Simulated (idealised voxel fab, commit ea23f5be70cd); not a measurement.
The document below concerns the process module designated voxel self aligned vias.
Section cut is 210 nm wide and gridded with 5 nm square cells.
Think of the cross-section as a grid of square cells. We describe it in bands, top to bottom, and each band covers one or more rows of those cells.
Look at the band entry: it leads with the top's height and the bottom's height in nm. Then it lists the materials left to right, with a width in nm for each. The word "all across" on a single material says that material fills the band edge to edge. The word "air" is empty space.
Convention: height 0 is the level below which the wafer, as received, is all one material. The lowest band does not terminate at the bottom but continues downward, represented as "0 down".
The notation "30->40" denotes a width that varies across the rows of cells in the band, beginning at the first number in the top row, finishing at the second number in the bottom row, and changing by an identical amount from each row to the next.
When a step is marked "nothing got changed", none of the cells in the cross-section changed during that step.
In "Closed void inventory" the enclosed voids are listed, meaning empty spaces of 8 cells or larger without any opening to the top. The form is width x height at distance, distance from the left edge, units nm.
Note: text after step settings on the step line = simulator remark on that step.
overlay nm: how far to the right of its planned place the mask lay on this masked step (negative: to the left).

Process steps (planned):
1,RECEIVE | material Si
2,CONFORMAL_DEP | material SiO2 | thk nm 15
3,CONFORMAL_DEP | material SiCN | thk nm 5
4,DIRECTIONAL_DEP | material SiO2 | thk nm 25
5,PATTERN | tone open | mask id LINES | material resist | width nm 20 | pitch nm 60 | thk nm 15 | overlay nm 0
6,DIRECTIONAL_ETCH | etch materials SiO2 | depth nm 25
7,STRIP | etch materials resist
8,CONFORMAL_DEP | material TiN | thk nm 5
9,FILL_DEP | material Ru | thk nm 5
10,CMP | height nm 45
11,SELECTIVE_ETCH | etch materials W Ru TiN | depth nm 10
12,FILL_DEP | material SiN | thk nm 5
13,CMP | height nm 45
14,DIRECTIONAL_DEP | material SiO2 | thk nm 20
15,DIRECTIONAL_DEP | material aC | thk nm 10
16,PATTERN | tone open | mask id VIAS | material resist | width nm 30 | thk nm 30 | overlay nm 0
17,DIRECTIONAL_ETCH | etch materials aC | depth nm 10
18,STRIP | etch materials resist
19,DIRECTIONAL_ETCH | etch materials SiO2 | depth nm 20
20,DIRECTIONAL_ETCH | etch materials SiN | depth nm 10
21,STRIP | etch materials aC
22,CONFORMAL_DEP | material TiN | thk nm 5
23,FILL_DEP | material Cu | thk nm 5
24,CMP | height nm 65
25,CONFORMAL_DEP | material SiCN | thk nm 5

Cross-section of the incoming wafer, state after step 1:
  0 down  Si all across
  Closed void inventory: none

End-of-module cross-section of the first of two wafers, processed as planned:
  70 to 65  SiCN all across
  65 to 50  SiO2 (60), then TiN (5), then Cu (20), then TiN (5), then SiO2 (120)
  50 to 45  SiO2 (60), then TiN (10), then Cu (10), then TiN (10), then SiO2 (120)
  45 to 40  SiO2 (65), then TiN (5), then Cu (10), then TiN (5), then SiO2 (40), then SiN (20), then SiO2 (65)
  40 to 35  SiO2 (65), then TiN (20), then SiO2 (40), then SiN (20), then SiO2 (65)
  35 to 25  SiO2 (65), then TiN (5), then Ru (10), then TiN (5), then SiO2 (40), then TiN (5), then Ru (10), then TiN (5), then SiO2 (65)
  25 to 20  SiO2 (65), then TiN (20), then SiO2 (40), then TiN (20), then SiO2 (65)
  20 to 15  SiCN all across
  15 to 0  SiO2 all across
  0 down  Si all across
  Closed void inventory: none

Second wafer of the two, sectioned at the end of the module. It began like the first and followed the same plan, but one mistake was made while running it:
  70 to 65  SiCN all across
  65 to 45  SiO2 (60), then TiN (5), then Cu (20), then TiN (5), then SiO2 (120)
  45 to 40  SiO2 (60), then TiN (5), then Cu (20), then TiN (5), then SiO2 (30), then SiN (30), then SiO2 (60)
  40 to 35  SiO2 (60), then TiN (30), then SiO2 (30), then SiN (30), then SiO2 (60)
  35 to 25  SiO2 (60), then TiN (5), then Ru (20), then TiN (5), then SiO2 (30), then TiN (5), then Ru (20), then TiN (5), then SiO2 (60)
  25 to 20  SiO2 (60), then TiN (30), then SiO2 (30), then TiN (30), then SiO2 (60)
  20 to 15  SiCN all across
  15 to 0  SiO2 all across
  0 down  Si all across
  Closed void inventory: none
Run error: step 5: run off-plan, actual operation and settings PATTERN | tone open | mask id LINES | material resist | width nm 30 | pitch nm 60 | thk nm 15 | overlay nm 0
End check, counted in cells, second wafer has more or fewer of these materials than the first: Cu: 4 more; Ru: 8 more; SiN: 4 more; SiO2: 20 fewer; TiN: 4 more
